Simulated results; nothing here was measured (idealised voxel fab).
The following process module bears the name voxel wiring stack.
cross-section cut | 240 nm wide | cells 5 nm
Heads up, the way a cross-section reads in here is a grid of square cells, handed over as bands from the top down, with every band being one or more rows of cells. Top height, bottom height, nm. Materials left to right, width each, nm. Single material + "full width" = fills band edge to edge. "air" = empty. Zero point of the height axis is 0; under it, received wafer = one material. Lowest band: continues down indefinitely, "0 -> down". Width spec "30 to 40" -> top row of cells at first value, bottom row at second value, equal per-row change in between. "nothing different" after a step means that no cell of the cross-section changed. The entry "Closed void catalog" lists the empty spaces that cover at least 8 cells and have no open path to the top. Each is written as width x height at distance, where the distance is measured from the left edge and all three values are in nm. On a step's line, text after the settings is the simulator commenting on that step. overlay nm: for a step with a mask, the amount by which the mask lay right of where it was planned; a negative amount means left of it.

**Here's what the planned process steps look like**
1. RECEIVE [material Si]
2. CONFORMAL_DEP [material SiO2] [thk nm 15]
3. DIRECTIONAL_DEP [material TiN] [thk nm 5]
4. DIRECTIONAL_DEP [material Ru] [thk nm 20]
5. MASKED_ETCH [tone cover] [mask id METAL_1] [width nm 25] [pitch nm 40] [etch materials Ru] [depth nm 20] [overlay nm 0]
6. MASKED_ETCH [tone cover] [mask id METAL_1] [width nm 25] [pitch nm 40] [etch materials TiN] [depth nm 5] [overlay nm 0]
7. FILL_DEP [material SiO2] [thk nm 5]
8. CMP [height nm 40]
9. CONFORMAL_DEP [material SiCN] [thk nm 5]
10. DIRECTIONAL_DEP [material lowk] [thk nm 15]
11. MASKED_ETCH [tone open] [mask id PLUG_1] [width nm 15] [pitch nm 40] [etch materials lowk] [depth nm 15] [overlay nm 0]
12. MASKED_ETCH [tone open] [mask id PLUG_1] [width nm 15] [pitch nm 40] [etch materials SiCN] [depth nm 5] [overlay nm 0]
13. EPI [material Ru] [thk nm 10]
14. EPI [material Ru] [thk nm 10]
15. CONFORMAL_DEP [material SiN] [thk nm 5]
16. DIRECTIONAL_DEP [material SiO2] [thk nm 15]
17. DIRECTIONAL_DEP [material aC] [thk nm 15]
18. PATTERN [tone open] [mask id METAL_2] [material resist] [width nm 25] [pitch nm 40] [thk nm 30] [overlay nm 0]
19. DIRECTIONAL_ETCH [etch materials aC] [depth nm 15]
20. STRIP [etch materials resist]
21. DIRECTIONAL_ETCH [etch materials SiO2] [depth nm 15]
22. DIRECTIONAL_ETCH [etch materials SiN] [depth nm 5]
23. STRIP [etch materials aC]
24. CONFORMAL_DEP [material TiN] [thk nm 5]
25. FILL_DEP [material Cu] [thk nm 5]
26. CMP [height nm 80]
27. CONFORMAL_DEP [material SiCN] [thk nm 5]
28. DIRECTIONAL_DEP [material SiO2] [thk nm 25]
29. MASKED_ETCH [tone open] [mask id METAL_3_HOLES] [width nm 15] [etch materials SiO2] [depth nm 25] [overlay nm 0]
30. DIRECTIONAL_DEP [material aC] [thk nm 15]
31. PATTERN [tone open] [mask id METAL_3] [material resist] [width nm 25] [pitch nm 40] [thk nm 30] [overlay nm 0]
32. DIRECTIONAL_ETCH [etch materials aC] [depth nm 15]
33. STRIP [etch materials resist]
34. DIRECTIONAL_ETCH [etch materials SiO2] [depth nm 15]
35. DIRECTIONAL_ETCH [etch materials SiCN] [depth nm 5]
36. STRIP [etch materials aC]
37. CONFORMAL_DEP [material TiN] [thk nm 5]
38. FILL_DEP [material Ru] [thk nm 10]
39. CMP [height nm 110]
40. CONFORMAL_DEP [material SiCN] [thk nm 5]
41. DIRECTIONAL_DEP [material SiO2] [thk nm 30]
42. PATTERN [tone open] [mask id METAL_4] [material resist] [width nm 25] [pitch nm 40] [thk nm 20] [overlay nm 0]
43. DIRECTIONAL_ETCH [etch materials SiO2] [depth nm 20]
44. STRIP [etch materials resist]
45. MASKED_ETCH [tone open] [mask id METAL_4_HOLES] [width nm 15] [pitch nm 40] [etch materials SiO2] [depth nm 10] [overlay nm 0]
46. MASKED_ETCH [tone open] [mask id METAL_4_HOLES] [width nm 15] [pitch nm 40] [etch materials SiCN] [depth nm 5] [overlay nm 0]
47. CONFORMAL_DEP [material TiN] [thk nm 5]
48. FILL_DEP [material Cu] [thk nm 5]
49. CMP [height nm 145]
50. CONFORMAL_DEP [material SiN] [thk nm 5]

**Here's what the wafer looked like in cross-section when it arrived - that's after step 1**
> 0 -> down: Si full width
> Closed void catalog: none

**Starting wafer: above. Plan: above. Run: one mistake. Cross-section after the module: below**
> 150 -> 145: SiN full width
> 145 -> 130: SiO2 85 nm, then TiN 5 nm, then Cu 15 nm, then TiN 5 nm, then SiO2 15 nm, then TiN 5 nm, then Cu 15 nm, then TiN 5 nm, then SiO2 90 nm
> 130 -> 125: SiO2 85 nm, then TiN 5 nm, then Cu 5 nm, then TiN 15 nm, then SiO2 15 nm, then TiN 5 nm, then Cu 5 nm, then TiN 15 nm, then SiO2 90 nm
> 125 -> 115: SiO2 85 nm, then TiN 5 nm, then Cu 5 nm, then TiN 5 nm, then SiO2 25 nm, then TiN 5 nm, then Cu 5 nm, then TiN 5 nm, then SiO2 100 nm
> 115 -> 110: SiCN 85 nm, then TiN 15 nm, then SiCN 25 nm, then TiN 15 nm, then SiCN 100 nm
> 110 -> 100: SiO2 85 nm, then TiN 5 nm, then Ru 15 nm, then TiN 5 nm, then SiO2 15 nm, then TiN 5 nm, then Ru 15 nm, then TiN 5 nm, then SiO2 90 nm
> 100 -> 95: SiO2 85 nm, then TiN 5 nm, then Ru 5 nm, then TiN 15 nm, then SiO2 15 nm, then TiN 25 nm, then SiO2 90 nm
> 95 -> 85: SiO2 85 nm, then TiN 5 nm, then Ru 5 nm, then TiN 5 nm, then SiO2 140 nm
> 85 -> 80: SiCN 85 nm, then TiN 15 nm, then SiCN 140 nm
> 80 -> 70: Cu 60 nm, then TiN 5 nm, then SiO2 20 nm, then TiN 5 nm, then Cu 15 nm, then TiN 5 nm, then SiO2 15 nm, then TiN 5 nm, then Cu 15 nm, then TiN 5 nm, then SiO2 10 nm, then TiN 5 nm, then Cu 75 nm
> 70 -> 65: TiN 65 nm, then SiO2 20 nm, then TiN 5 nm, then Cu 15 nm, then TiN 5 nm, then SiO2 15 nm, then TiN 5 nm, then Cu 15 nm, then TiN 5 nm, then SiO2 10 nm, then TiN 80 nm
> 65 -> 60: SiO2 65 nm, then SiN 20 nm, then TiN 25 nm, then SiN 15 nm, then TiN 25 nm, then SiN 10 nm, then SiO2 80 nm
> 60 -> 50: SiO2 65 nm, then SiN 5 nm, then Ru 85 nm, then SiN 5 nm, then SiO2 80 nm
> 50 -> 45: SiN 70 nm, then Ru 85 nm, then SiN 85 nm
> 45 -> 40: SiCN 85 nm, then Ru 15 nm, then SiCN 25 nm, then Ru 15 nm, then SiCN 100 nm
> 40 -> 20: SiO2 85 nm, then Ru 25 nm, then SiO2 15 nm, then Ru 25 nm, then SiO2 90 nm
> 20 -> 15: SiO2 85 nm, then TiN 25 nm, then SiO2 15 nm, then TiN 25 nm, then SiO2 90 nm
> 15 -> 0: SiO2 full width
> 0 -> down: Si full width
> Closed void catalog: none
What was the processing mistake? yeah, step 10 of the plan got skipped, never ran
